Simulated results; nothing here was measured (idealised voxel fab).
process module | voxel released beams
cross-section cut | 190 nm wide | cells 5 nm
A cross-section is a grid of square cells, given in bands from the top down. A band is one or more rows of cells.
Each band's line starts with the height of the band's top and of its bottom, in nm. Then come its materials from left to right, each with its width in nm. One material with "throughout" fills the band from edge to edge. "air" is empty space.
Height 0 is the level under which the wafer as received is all one material. The lowest band goes on downwards, as in "0 down".
A width such as "30 to 40" changes by the same amount from each row of cells to the next, from the band's top row to its bottom row.
"no change" after a step means that no cell of the cross-section changed.
closed voids: empty space of 8 cells or more with no open way to the top, each as width x height at its distance from the left edge, in nm
after a step's settings: what the simulator itself notes on the step
overlay nm, on a step with a mask: how far to the right of its planned place the mask lay; to the left if negative
plan
1 op RECEIVE | material Si
2 op CONFORMAL_DEP | material SiN | thk nm 5
3 op DIRECTIONAL_DEP | material SiO2 | thk nm 20
4 op PATTERN | tone open | mask id ANCHOR | material resist | width nm 45 | thk nm 15 | overlay nm 0
5 op DIRECTIONAL_ETCH | etch materials SiO2 | depth nm 20
6 op STRIP | etch materials resist
7 op CONFORMAL_DEP | material TiN | thk nm 15
8 op PATTERN | tone cover | mask id BEAM | material resist | width nm 130 | thk nm 15 | overlay nm 0
9 op DIRECTIONAL_ETCH | etch materials TiN | depth nm 15
10 op STRIP | etch materials resist
11 op STRIP | etch materials SiO2
as received, after step 1
  0 down: Si throughout
  closed voids: none
first wafer at the end, as planned
  40 to 25: air 25 | TiN 20 | air 15 | TiN 95 | air 35
  25 to 20: air 30 | TiN 15 | air 15 | TiN 15 | air 115
  20 to 5: air 30 | TiN 45 | air 115
  5 to 0: SiN throughout
  0 down: Si throughout
  closed voids: none
second wafer at the end: like start, like plan, one mistake
  40 to 25: air 25 | TiN 20 | air 20 | TiN 90 | air 35
  25 to 20: air 30 | TiN 15 | air 20 | TiN 15 | air 110
  20 to 5: air 30 | TiN 50 | air 110
  5 to 0: SiN throughout
  0 down: Si throughout
  closed voids: none
what went wrong: step 4 ran as: op PATTERN | tone open | mask id ANCHOR | material resist | width nm 50 | thk nm 15 | overlay nm 0
at the end the second wafer has, in cells: as many of each material as the first, in other places
